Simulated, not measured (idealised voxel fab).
Title: Process Module voxel transistor to metal
The figure presents cross-section cut, which has a width of 300 nm and is divided into square cells with an edge length of 5 nm.
Square cells in a grid make up a cross-section in this document, and the grid is given as bands, listed from the top down, each one or more rows of cells. It is stipulated that each band's entry specify, in nanometres, the height of the top of the band and then that of its bottom, followed by the materials of the band in left-to-right sequence, each together with its width in nanometres. A single material marked by the word "all across" is understood to fill the band from edge to edge; the word "air" is understood to denote empty space. Note: height 0 marks the level under which the wafer is uniformly one material as received. Lowest band unbounded below, written "0 nm and below". The notation "30 to 40" denotes a width that varies across the rows of cells in the band, beginning at the first number in the top row, finishing at the second number in the bottom row, and changing by an identical amount from each row to the next. "no modifications" means the step left every cell of the cross-section as it was. The entry titled "Internal closed voids" provides the empty spaces that have no open way to the top, restricted to those of 8 cells or more. Each is presented as width x height at distance, the distance being measured from the left edge, with all three in nm. It should be noted that, on the line of a given step, the content following the step's settings is a remark produced by the simulator itself with respect to that step. "overlay nm" answers the question of how far to the right of plan the mask lay on a step that has a mask, and when it is negative the answer is to the left.
The process steps that were planned are listed below:
step 1: RECEIVE | material Si
step 2: OXIDIZE | depth nm 5
step 3: CONFORMAL_DEP | material SiN | thk nm 10
step 4: MASKED_ETCH | tone cover | mask id ACTIVE | width nm 105 | pitch nm 130 | etch materials SiN | depth nm 10 | overlay nm 0
step 5: MASKED_ETCH | tone cover | mask id ACTIVE | width nm 105 | pitch nm 130 | etch materials SiO2 | depth nm 5 | overlay nm 0
step 6: MASKED_ETCH | tone cover | mask id ACTIVE | width nm 105 | pitch nm 130 | etch materials Si | depth nm 30 | overlay nm 0
step 7: FILL_DEP | material SiO2 | thk nm 15
step 8: CMP | height nm 10
step 9: SELECTIVE_ETCH | etch materials SiO2 | depth nm 5
step 10: STRIP | etch materials SiN
step 11: SELECTIVE_ETCH | etch materials SiO2 | depth nm 5
step 12: OXIDIZE | depth nm 5
step 13: DIRECTIONAL_DEP | material polySi | thk nm 30
step 14: DIRECTIONAL_DEP | material SiCN | thk nm 15
step 15: MASKED_ETCH | tone cover | mask id GATE | width nm 15 | pitch nm 130 | etch materials SiCN | depth nm 25 | overlay nm 0
step 16: MASKED_ETCH | tone cover | mask id GATE | width nm 15 | pitch nm 130 | etch materials polySi | depth nm 40 | overlay nm 0
step 17: CONFORMAL_DEP | material SiN | thk nm 10
step 18: DIRECTIONAL_ETCH | etch materials SiN | depth nm 10
step 19: DIRECTIONAL_ETCH | etch materials SiO2 | depth nm 5
step 20: EPI | material SiGe | thk nm 5
step 21: FILL_DEP | material SiO2 | thk nm 5
step 22: CMP | height nm 40
step 23: DIRECTIONAL_DEP | material SiO2 | thk nm 10
step 24: DIRECTIONAL_DEP | material aC | thk nm 10
step 25: PATTERN | tone open | mask id CONTACT | material resist | width nm 30 | thk nm 25 | overlay nm 0
step 26: DIRECTIONAL_ETCH | etch materials aC | depth nm 10
step 27: STRIP | etch materials resist
step 28: DIRECTIONAL_ETCH | etch materials SiO2 | depth nm 55
step 29: STRIP | etch materials aC
step 30: CONFORMAL_DEP | material TiN | thk nm 5
step 31: FILL_DEP | material W | thk nm 5
step 32: CMP | height nm 50
step 33: CONFORMAL_DEP | material SiN | thk nm 5
step 34: DIRECTIONAL_DEP | material lowk | thk nm 25
step 35: DIRECTIONAL_DEP | material aC | thk nm 15
step 36: PATTERN | tone open | mask id METAL_1 | material resist | width nm 20 | pitch nm 65 | thk nm 35 | overlay nm 0
step 37: DIRECTIONAL_ETCH | etch materials aC | depth nm 15
step 38: STRIP | etch materials resist
step 39: DIRECTIONAL_ETCH | etch materials lowk | depth nm 25
step 40: DIRECTIONAL_ETCH | etch materials SiN | depth nm 5
step 41: STRIP | etch materials aC
step 42: CONFORMAL_DEP | material TiN | thk nm 5
step 43: FILL_DEP | material Ru | thk nm 10
step 44: CMP | height nm 80
step 45: EPI | material Ru | thk nm 5
step 46: FILL_DEP | material SiCN | thk nm 5
Cross-section: wafer on arrival = after step 1:
* 0 nm and below: Si all across
* Internal closed voids: none
Starting wafer: above. Plan: above. Run: one mistake. Cross-section after the module: below:
* 85 nm to 80 nm: air 35 nm | Ru 30 nm | air 35 nm | Ru 30 nm | air 35 nm | Ru 30 nm | air 35 nm | Ru 30 nm | air 40 nm
* 80 nm to 55 nm: lowk 40 nm | TiN 5 nm | Ru 10 nm | TiN 5 nm | lowk 45 nm | TiN 5 nm | Ru 10 nm | TiN 5 nm | lowk 45 nm | TiN 5 nm | Ru 10 nm | TiN 5 nm | lowk 45 nm | TiN 5 nm | Ru 10 nm | TiN 5 nm | lowk 45 nm
* 55 nm to 50 nm: SiN 40 nm | TiN 20 nm | SiN 45 nm | TiN 20 nm | SiN 45 nm | TiN 20 nm | SiN 45 nm | TiN 20 nm | SiN 45 nm
* 50 nm to 40 nm: SiO2 40 nm | TiN 5 nm | W 20 to 15 nm | TiN 5 to 10 nm | SiO2 25 nm | TiN 5 to 10 nm | W 20 to 15 nm | TiN 5 nm | SiO2 45 nm | TiN 5 nm | W 20 to 15 nm | TiN 5 to 10 nm | SiO2 25 nm | TiN 5 to 10 nm | W 20 to 15 nm | TiN 5 nm | SiO2 45 nm
* 40 nm to 25 nm: SiO2 40 nm | TiN 5 nm | W 15 nm | TiN 5 nm | SiN 10 nm | SiCN 15 nm | SiN 10 nm | TiN 5 nm | W 15 nm | TiN 5 nm | SiO2 45 nm | TiN 5 nm | W 15 nm | TiN 5 nm | SiN 10 nm | SiCN 15 nm | SiN 10 nm | TiN 5 nm | W 15 nm | TiN 5 nm | SiO2 45 nm
* 25 nm to 0 nm: SiO2 40 nm | TiN 5 nm | W 15 nm | TiN 5 nm | SiN 10 nm | polySi 15 nm | SiN 10 nm | TiN 5 nm | W 15 nm | TiN 5 nm | SiO2 45 nm | TiN 5 nm | W 15 nm | TiN 5 nm | SiN 10 nm | polySi 15 nm | SiN 10 nm | TiN 5 nm | W 15 nm | TiN 5 nm | SiO2 45 nm
* 0 nm to -5 nm: SiO2 25 nm | SiN 10 nm | SiO2 5 nm | TiN 25 nm | SiN 10 nm | polySi 15 nm | SiN 10 nm | TiN 25 nm | SiO2 5 nm | SiN 10 nm | SiO2 15 nm | SiN 10 nm | SiO2 5 nm | TiN 25 nm | SiN 10 nm | polySi 15 nm | SiN 10 nm | TiN 25 nm | SiO2 5 nm | SiN 10 nm | SiO2 30 nm
* -5 nm to -10 nm: SiO2 35 nm | SiGe 30 nm | SiO2 35 nm | SiGe 30 nm | SiO2 35 nm | SiGe 30 nm | SiO2 35 nm | SiGe 30 nm | SiO2 40 nm
* -10 nm to -35 nm: SiO2 30 nm | Si 105 nm | SiO2 25 nm | Si 105 nm | SiO2 35 nm
* -35 nm and below: Si all across
* Internal closed voids: none
Deviation from plan: step 46 of the plan never got run, it was skipped over
